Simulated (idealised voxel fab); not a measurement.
Process module, titled voxel wiring stack
The cross-section shown here is cut; it is 155 nm wide and divided into square cells measuring 5 nm on a side.
Throughout this document, each cross-section is represented as a grid of square cells and is presented as a sequence of bands enumerated from the top downward, where a band comprises one or more rows of cells. Top height, bottom height, nm. Materials left to right, width each, nm. Single material + "throughout" = fills band edge to edge. "empty" = empty. Where do heights start? At 0: under that level the wafer as delivered is made of one material only. And the lowest band has no floor; it just carries on downward, as in "0 and below". Quick explanation for "30 to 40": the width changes in equal steps down the rows of cells, from the first number in the band's top row to the second number in its bottom row. Any step labelled "stayed the same" changed none of the cells in the cross-section. The entry titled "Sealed void list" provides the empty spaces that have no open way to the top, restricted to those of 8 cells or more. Each is presented as width x height at distance, the distance being measured from the left edge, with all three in nm. It should be noted that, on the line of a given step, the content following the step's settings is a remark produced by the simulator itself with respect to that step. overlay nm: where the mask lay relative to plan, measured to the right, on steps with a mask; negatives go left.

**The steps planned for the process are as follows**
| 1 | RECEIVE: material Si |
| 2 | CONFORMAL_DEP: material SiO2, thk nm 10 |
| 3 | DIRECTIONAL_DEP: material TiN, thk nm 5 |
| 4 | DIRECTIONAL_DEP: material Ru, thk nm 15 |
| 5 | MASKED_ETCH: tone cover, mask id METAL_1, width nm 25, pitch nm 45, etch materials Ru, depth nm 15, overlay nm 0 |
| 6 | MASKED_ETCH: tone cover, mask id METAL_1, width nm 25, pitch nm 45, etch materials TiN, depth nm 5, overlay nm 0 |
| 7 | FILL_DEP: material lowk, thk nm 5 |
| 8 | CMP: height nm 30 |
| 9 | CONFORMAL_DEP: material SiCN, thk nm 5 |
| 10 | DIRECTIONAL_DEP: material lowk, thk nm 10 |
| 11 | MASKED_ETCH: tone open, mask id PLUG_1, width nm 15, pitch nm 45, etch materials lowk, depth nm 10, overlay nm 0 |
| 12 | MASKED_ETCH: tone open, mask id PLUG_1, width nm 15, pitch nm 45, etch materials SiCN, depth nm 5, overlay nm 0 |
| 13 | EPI: material Ru, thk nm 10 |
| 14 | EPI: material Ru, thk nm 5 |
| 15 | CONFORMAL_DEP: material SiCN, thk nm 5 |
| 16 | DIRECTIONAL_DEP: material SiO2, thk nm 25 |
| 17 | PATTERN: tone open, mask id METAL_2, material resist, width nm 25, pitch nm 45, thk nm 20, overlay nm 0 |
| 18 | DIRECTIONAL_ETCH: etch materials SiO2, depth nm 25 |
| 19 | DIRECTIONAL_ETCH: etch materials SiCN, depth nm 5 |
| 20 | STRIP: etch materials resist |
| 21 | CONFORMAL_DEP: material TiN, thk nm 5 |
| 22 | FILL_DEP: material Ru, thk nm 10 |
| 23 | CMP: height nm 75 |
| 24 | CONFORMAL_DEP: material SiCN, thk nm 5 |
| 25 | DIRECTIONAL_DEP: material SiO2, thk nm 35 |
| 26 | PATTERN: tone open, mask id METAL_3, material resist, width nm 25, pitch nm 45, thk nm 20, overlay nm 0 |
| 27 | DIRECTIONAL_ETCH: etch materials SiO2, depth nm 20 |
| 28 | STRIP: etch materials resist |
| 29 | MASKED_ETCH: tone open, mask id METAL_3_HOLES, width nm 15, pitch nm 90, etch materials SiO2, depth nm 15, overlay nm 0 |
| 30 | MASKED_ETCH: tone open, mask id METAL_3_HOLES, width nm 15, pitch nm 90, etch materials SiCN, depth nm 5, overlay nm 0 |
| 31 | CONFORMAL_DEP: material TiN, thk nm 5 |
| 32 | FILL_DEP: material Cu, thk nm 5 |
| 33 | CMP: height nm 115 |
| 34 | CONFORMAL_DEP: material SiN, thk nm 5 |

**Step 1 complete: cross-section of the wafer as received**
> 0 and below  Si throughout
> Sealed void list: none

**Module complete - cross-section of the first of two wafers, run according to plan**
> 120 down to 115  SiN throughout
> 115 down to 100  SiO2: 20  TiN: 5  Cu: 15  TiN: 5  SiO2: 20  TiN: 5  Cu: 15  TiN: 5  SiO2: 20  TiN: 5  Cu: 15  TiN: 5  SiO2: 20
> 100 down to 95  SiO2: 20  TiN: 5  Cu: 5  TiN: 15  SiO2: 20  TiN: 25  SiO2: 20  TiN: 5  Cu: 5  TiN: 15  SiO2: 20
> 95 down to 80  SiO2: 20  TiN: 5  Cu: 5  TiN: 5  SiO2: 75  TiN: 5  Cu: 5  TiN: 5  SiO2: 30
> 80 down to 75  SiCN: 20  TiN: 15  SiCN: 75  TiN: 15  SiCN: 30
> 75 down to 50  SiO2: 20  TiN: 5  Ru: 15  TiN: 5  SiO2: 20  TiN: 5  Ru: 15  TiN: 5  SiO2: 20  TiN: 5  Ru: 15  TiN: 5  SiO2: 20
> 50 down to 45  SiCN: 20  TiN: 25  SiCN: 20  TiN: 25  SiCN: 20  TiN: 25  SiCN: 20
> 45 down to 35  lowk: 20  Ru: 15  lowk: 30  Ru: 15  lowk: 30  Ru: 15  lowk: 30
> 35 down to 30  SiCN: 20  Ru: 15  SiCN: 30  Ru: 15  SiCN: 30  Ru: 15  SiCN: 30
> 30 down to 15  lowk: 20  Ru: 25  lowk: 20  Ru: 25  lowk: 20  Ru: 25  lowk: 20
> 15 down to 10  lowk: 20  TiN: 25  lowk: 20  TiN: 25  lowk: 20  TiN: 25  lowk: 20
> 10 down to 0  SiO2 throughout
> 0 and below  Si throughout
> Sealed void list: none

**Cross-section of the latter of the two wafers at module completion. It had an identical start and an identical plan to the former; in running it, one mistake was made**
> 120 down to 115  SiN throughout
> 115 down to 100  SiO2: 20  TiN: 5  Cu: 15  TiN: 5  SiO2: 20  TiN: 5  Cu: 15  TiN: 5  SiO2: 20  TiN: 5  Cu: 15  TiN: 5  SiO2: 20
> 100 down to 95  SiO2: 20  TiN: 5  Cu: 5  TiN: 15  SiO2: 20  TiN: 25  SiO2: 20  TiN: 5  Cu: 5  TiN: 15  SiO2: 20
> 95 down to 85  SiO2: 20  TiN: 5  Cu: 5  TiN: 5  SiO2: 75  TiN: 5  Cu: 5  TiN: 5  SiO2: 30
> 85 down to 80  SiO2: 20  TiN: 15  SiO2: 75  TiN: 15  SiO2: 30
> 80 down to 75  SiCN: 30  TiN: 5  SiCN: 85  TiN: 5  SiCN: 30
> 75 down to 50  SiO2: 20  TiN: 5  Ru: 15  TiN: 5  SiO2: 20  TiN: 5  Ru: 15  TiN: 5  SiO2: 20  TiN: 5  Ru: 15  TiN: 5  SiO2: 20
> 50 down to 45  SiCN: 20  TiN: 25  SiCN: 20  TiN: 25  SiCN: 20  TiN: 25  SiCN: 20
> 45 down to 35  lowk: 20  Ru: 15  lowk: 30  Ru: 15  lowk: 30  Ru: 15  lowk: 30
> 35 down to 30  SiCN: 20  Ru: 15  SiCN: 30  Ru: 15  SiCN: 30  Ru: 15  SiCN: 30
> 30 down to 15  lowk: 20  Ru: 25  lowk: 20  Ru: 25  lowk: 20  Ru: 25  lowk: 20
> 15 down to 10  lowk: 20  TiN: 25  lowk: 20  TiN: 25  lowk: 20  TiN: 25  lowk: 20
> 10 down to 0  SiO2 throughout
> 0 and below  Si throughout
> Sealed void list: none
Diagnosis: note that step 30 departed from the planned setting and was carried out as MASKED_ETCH: tone open, mask id METAL_3_HOLES, width nm 15, pitch nm 90, etch materials SiCN, depth nm 5, overlay nm 10
Looking at both finished wafers in cells, the second ends up ahead of or behind the first on some materials: Cu -2 | SiCN +4 | TiN -2
